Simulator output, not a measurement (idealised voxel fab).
Proc. module: voxel wiring stack
In the cross-section labelled cut, the width is 165 nm and each square cell is 5 nm.
Just so we're on the same page, the cross-sections are grids of square cells, and they're listed out in bands top to bottom, each band one or more rows deep. First you get the band's top height and its bottom height, in nm, and then the materials it's made of, left to right, with each width in nm. If you see a single material with "edge to edge", that one covers the band edge to edge. "air" is empty space. Note: height 0 marks the level under which the wafer is uniformly one material as received. Lowest band unbounded below, written "0 nm and below". The expression "30->40" gives the width at the extremes of the band, the first number at its top row of cells and the second at its bottom row, with the width changing by equal amounts from each row to the next in between. Where a step carries "nothing got changed", the cross-section came out of it unchanged, cell for cell. Empty spaces counting at least 8 cells and having no open way to the top are listed in "Fully sealed voids". The notation width x height at distance is used for each, the distance being from the left edge and all three values in nm. Read whatever lies past the settings on a step's line as the simulator's own remark about the step. overlay nm: right-of-plan distance of the mask on a masked step; negative values mean left-of-plan. Heads up before you read on: it's before/after pairs around one process step each, after side only down to the lowest band that changed, step plus settings under the pair. Pairs can be from different runs of this module, same starting wafer, so only chain a pair onto the one above if its "Preceding state" entry says so.
**Preceding state**
* 115 nm to 95 nm  Ru: 40 / air: 30 / Ru: 20 / air: 30 / Ru: 45
* 95 nm to 90 nm  TiN edge to edge
* 90 nm to 70 nm  lowk: 40 / Ru: 15 / lowk: 35 / Ru: 15 / lowk: 60
* 70 nm to 65 nm  SiCN: 40 / Ru: 15 / SiCN: 35 / Ru: 15 / SiCN: 60
* 65 nm to 55 nm  SiO2: 40 / TiN: 5 / Cu: 20 / TiN: 5 / SiO2: 20 / TiN: 5 / Cu: 20 / TiN: 5 / SiO2: 45
* 55 nm to 50 nm  SiO2: 40 / TiN: 5 / Cu: 5 / TiN: 20 / SiO2: 20 / TiN: 5 / Cu: 5 / TiN: 20 / SiO2: 45
* 50 nm to 40 nm  SiO2: 40 / TiN: 5 / Cu: 5 / TiN: 5 / SiO2: 35 / TiN: 5 / Cu: 5 / TiN: 5 / SiO2: 60
* 40 nm to 35 nm  SiCN: 40 / TiN: 15 / SiCN: 35 / TiN: 15 / SiCN: 60
* 35 nm to 20 nm  lowk: 40 / W: 30 / lowk: 20 / W: 30 / lowk: 45
* 20 nm to 15 nm  lowk: 40 / TiN: 30 / lowk: 20 / TiN: 30 / lowk: 45
* 15 nm to 0 nm  SiO2 edge to edge
* 0 nm and below  Si edge to edge
* Fully sealed voids: none
**Resulting Structure**
* 120 nm to 115 nm  SiO2 edge to edge
* 115 nm to 95 nm  Ru: 40 / SiO2: 30 / Ru: 20 / SiO2: 30 / Ru: 45
* Heights below 95 show no change.
* Fully sealed voids: none
Between before and after, shown above: FILL_DEP | material SiO2 | thk nm 5
Preceding state: as shown after the step in the preceding pair, directly above.
**Resulting Structure**
* 115 nm to 95 nm  Ru: 40 / SiO2: 30 / Ru: 20 / SiO2: 30 / Ru: 45
* Heights below 95 show no change.
* Fully sealed voids: none
Between before and after, shown above: CMP | height nm 115
Preceding state: as shown after the step in the preceding pair, directly above.
**Resulting Structure**
* 120 nm to 115 nm  SiCN edge to edge
* Heights below 115 show no change.
* Fully sealed voids: none
Between before and after, shown above: CONFORMAL_DEP | material SiCN | thk nm 5
